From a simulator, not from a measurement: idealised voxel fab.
Process module name: voxel released beams
In the cross-section labelled cut, the width is 190 nm and each square cell is 5 nm.
In this document a cross-section is written as a grid of square cells. It is given as a series of bands, listed from the top down, and a band is one or more rows of cells. Heights first: top, then bottom, in nm. Then materials, left to right, each with a width in nm. "full width" on a single material: fills the band edge to edge. "air": empty space. We count height from 0. Below that, the starting wafer is all one material. The lowest band never ends at the bottom but goes on down; see "0 nm and below" for how that is written. Width: "30 to 40" (first number = top row, second number = bottom row, same change from row to row of cells). It should be understood that the words "changes: none", when stated for a given step, signify that the cross-section underwent no change in any of its cells during that step. Entry "Entrapped voids" = empty spaces >= 8 cells with no open way to the top; each as width x height at distance, distance from left edge, all nm. That trailing text on a step's line, after the settings, is the simulator's own remark on the step. "overlay nm" denotes, for a step that has a mask, the displacement of the mask to the right of its planned place, with negative values corresponding to the left.
# Set out below are the planned steps of the process
1) RECEIVE with material Si
2) CONFORMAL_DEP with material Al2O3, thk nm 5
3) DIRECTIONAL_DEP with material SiO2, thk nm 20
4) MASKED_ETCH with tone open, mask id ANCHOR, width nm 35, etch materials SiO2, depth nm 20, overlay nm 0
5) CONFORMAL_DEP with material W, thk nm 15
6) DIRECTIONAL_DEP with material aC, thk nm 10
7) PATTERN with tone cover, mask id BEAM, material resist, width nm 115, thk nm 25, overlay nm 0
8) DIRECTIONAL_ETCH with etch materials aC, depth nm 10
9) STRIP with etch materials resist
10) DIRECTIONAL_ETCH with etch materials W, depth nm 15
11) STRIP with etch materials aC
12) STRIP with etch materials SiO2
# Cross-section of the wafer upon arrival, representing the state reached after step 1
* 0 nm and below = Si full width
* Entrapped voids: none
# Run as planned - first of the two wafers cross-sectioned at the end of the module
* 40 nm to 25 nm = 35 of air, 20 of W, 5 of air, 90 of W, 40 of air
* 25 nm to 20 nm = 40 of air, 15 of W, 5 of air, 15 of W, 115 of air
* 20 nm to 5 nm = 40 of air, 35 of W, 115 of air
* 5 nm to 0 nm = Al2O3 full width
* 0 nm and below = Si full width
* Entrapped voids: none
# So this is wafer number two of the two, cut at the end of the module - it started where the first did and had the same plan, we just got one thing wrong running it
* 30 nm to 25 nm = 35 of air, 10 of W, 25 of air, 80 of W, 40 of air
* 25 nm to 10 nm = 40 of air, 5 of W, 25 of air, 5 of W, 115 of air
* 10 nm to 5 nm = 40 of air, 35 of W, 115 of air
* 5 nm to 0 nm = Al2O3 full width
* 0 nm and below = Si full width
* Entrapped voids: none
Processing error: step 5 was not run as planned; what actually ran was CONFORMAL_DEP with material W, thk nm 5
At the finish, the second wafer shows more or fewer cells for some materials than the first does: W: 62 fewer
